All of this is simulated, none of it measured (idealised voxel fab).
Herein follows the process module entitled voxel ribs on slabs.
The width of the displayed cross-section, cut, is 225 nm; its cells are square, with a size of 5 nm.
In what follows, cross-sections appear as grids of square cells, described through bands that run from the top down, where every band is one or more rows of cells.
In this notation a band is specified by the heights of its top and bottom, in that order and in nm, after which its materials appear from left to right, each paired with its width in nm. The word "everywhere" attached to a single material means that material fills the band from edge to edge; the word "air" stands for empty space.
The reference from which all heights are counted is 0, the level beneath which the as-received wafer is entirely one material; the lowest band, having no lower bound, proceeds downward and is written after the example "z 0 and below".
You'd read "30..40" like this: the band's top row of cells is as wide as the first number, its bottom row is as wide as the second, and going down, every row changes width by the same amount as the row before did.
"remained unchanged" (step): cross-section cells unchanged, all of them.
In the "Enclosed voids" entry, you get each enclosed empty space of 8 cells or more, one with no open way to the top, written width x height at distance, distance from the left edge, in nm.
Heads up: the bit after the settings on a step's line is the simulator's remark on that step.
overlay nm: right-of-plan distance of the mask on a masked step; negative values mean left-of-plan.

These are the steps we planned for the process:
1) op RECEIVE | material Si
2) op DIRECTIONAL_DEP | material SiO2 | thk nm 20
3) op DIRECTIONAL_DEP | material SiN | thk nm 15
4) op PATTERN | tone cover | mask id RIB | material resist | width nm 15 | thk nm 20 | overlay nm 0
5) op DIRECTIONAL_ETCH | etch materials SiN | depth nm 10
6) op STRIP | etch materials resist
7) op PATTERN | tone cover | mask id SLAB | material resist | width nm 65 | thk nm 20 | overlay nm 0
8) op DIRECTIONAL_ETCH | etch materials SiN | depth nm 5
9) op STRIP | etch materials resist
10) op FILL_DEP | material SiO2 | thk nm 20
11) op CMP | height nm 50
12) op DIRECTIONAL_DEP | material TiN | thk nm 10
13) op PATTERN | tone cover | mask id HEATER | material resist | width nm 25 | thk nm 15 | overlay nm 0
14) op DIRECTIONAL_ETCH | etch materials TiN | depth nm 10
15) op STRIP | etch materials resist
16) op CONFORMAL_DEP | material SiN | thk nm 10

What follows covers the first of two wafers; it ran as planned:

Wafer as received: cross-section following step 1:
> z 0 and below: Si everywhere
> Enclosed voids: none

Wafer xsec, post step 2:
> z 20 to 0: SiO2 everywhere
> Under 0: no change, same as before.

Wafer xsec, post step 3:
> z 35 to 20: SiN everywhere
> Under 20: no change, same as before.

Wafer xsec, post step 4:
> z 55 to 35: air: 105, then resist: 15, then air: 105
> Under 35: no change, same as before.

Wafer xsec, post step 5:
> z 55 to 35: air: 105, then resist: 15, then air: 105
> z 35 to 25: air: 105, then SiN: 15, then air: 105
> Under 25: no change, same as before.

Wafer xsec, post step 6:
> z 35 to 25: air: 105, then SiN: 15, then air: 105
> Under 25: no change, same as before.

Wafer xsec, post step 7:
> z 55 to 35: air: 80, then resist: 65, then air: 80
> z 35 to 25: air: 80, then resist: 25, then SiN: 15, then resist: 25, then air: 80
> Under 25: no change, same as before.

Wafer xsec, post step 8:
> z 55 to 35: air: 80, then resist: 65, then air: 80
> z 35 to 25: air: 80, then resist: 25, then SiN: 15, then resist: 25, then air: 80
> z 25 to 20: air: 80, then SiN: 65, then air: 80
> Under 20: no change, same as before.

Wafer xsec, post step 9:
> z 35 to 25: air: 105, then SiN: 15, then air: 105
> Under 25: no change, same as before.

Wafer xsec, post step 10:
> z 55 to 35: SiO2 everywhere
> z 35 to 25: SiO2: 105, then SiN: 15, then SiO2: 105
> z 25 to 20: SiO2: 80, then SiN: 65, then SiO2: 80
> Under 20: no change, same as before.

Wafer xsec, post step 11:
> z 50 to 35: SiO2 everywhere
> Under 35: no change, same as before.

Wafer xsec, post step 12:
> z 60 to 50: TiN everywhere
> Under 50: no change, same as before.

Wafer xsec, post step 13:
> z 75 to 60: air: 100, then resist: 25, then air: 100
> Under 60: no change, same as before.

Wafer xsec, post step 14:
> z 75 to 60: air: 100, then resist: 25, then air: 100
> z 60 to 50: air: 100, then TiN: 25, then air: 100
> Under 50: no change, same as before.

Wafer xsec, post step 15:
> z 60 to 50: air: 100, then TiN: 25, then air: 100
> Under 50: no change, same as before.

Wafer xsec, post step 16:
> z 70 to 60: air: 90, then SiN: 45, then air: 90
> z 60 to 50: SiN: 100, then TiN: 25, then SiN: 100
> Under 50: no change, same as before.

Wafer two of two - same starting point, same process plan, one mistake in execution; matches wafer one up to and including step 3:

Cross-section of the second wafer when, according to plan, step 4 should have finished:
> z 55 to 35: resist: 105, then air: 15, then resist: 105
> Under 35: no change, same as before.

Cross-section of the second wafer when, according to plan, step 5 should have finished:
> z 55 to 35: resist: 105, then air: 15, then resist: 105
> z 35 to 25: SiN: 105, then air: 15, then SiN: 105
> Under 25: no change, same as before.

Cross-section of the second wafer when, according to plan, step 6 should have finished:
> z 35 to 25: SiN: 105, then air: 15, then SiN: 105
> Under 25: no change, same as before.

Cross-section of the second wafer when, according to plan, step 7 should have finished:
> z 55 to 35: air: 80, then resist: 65, then air: 80
> z 35 to 25: SiN: 105, then resist: 15, then SiN: 105
> Under 25: no change, same as before.

Cross-section of the second wafer when, according to plan, step 8 should have finished:
> z 55 to 35: air: 80, then resist: 65, then air: 80
> z 35 to 30: air: 80, then SiN: 25, then resist: 15, then SiN: 25, then air: 80
> Under 30: no change, same as before.

Cross-section of the second wafer when, according to plan, step 9 should have finished:
> z 35 to 30: air: 80, then SiN: 25, then air: 15, then SiN: 25, then air: 80
> z 30 to 25: SiN: 105, then air: 15, then SiN: 105
> Under 25: no change, same as before.

Cross-section of the second wafer when, according to plan, step 10 should have finished:
> z 55 to 35: SiO2 everywhere
> z 35 to 30: SiO2: 80, then SiN: 25, then SiO2: 15, then SiN: 25, then SiO2: 80
> z 30 to 25: SiN: 105, then SiO2: 15, then SiN: 105
> Under 25: no change, same as before.

Cross-section of the second wafer when, according to plan, step 11 should have finished:
> z 50 to 35: SiO2 everywhere
> Under 35: no change, same as before.

Cross-section of the second wafer when, according to plan, step 12 should have finished:
> z 60 to 50: TiN everywhere
> Under 50: no change, same as before.

Cross-section of the second wafer when, according to plan, step 13 should have finished:
> z 75 to 60: air: 100, then resist: 25, then air: 100
> Under 60: no change, same as before.

Cross-section of the second wafer when, according to plan, step 14 should have finished:
> z 75 to 60: air: 100, then resist: 25, then air: 100
> z 60 to 50: air: 100, then TiN: 25, then air: 100
> Under 50: no change, same as before.

Cross-section of the second wafer when, according to plan, step 15 should have finished:
> z 60 to 50: air: 100, then TiN: 25, then air: 100
> Under 50: no change, same as before.

Cross-section of the second wafer when, according to plan, step 16 should have finished:
> z 70 to 60: air: 90, then SiN: 45, then air: 90
> z 60 to 50: SiN: 100, then TiN: 25, then SiN: 100
> Under 50: no change, same as before.
Short version of what went wrong: step 4 went in with a setting other than planned; the actual run was op PATTERN | tone open | mask id RIB | material resist | width nm 15 | thk nm 20 | overlay nm 0
End check, counted in cells, second wafer has more or fewer of these materials than the first: SiN: 78 more; SiO2: 78 fewer
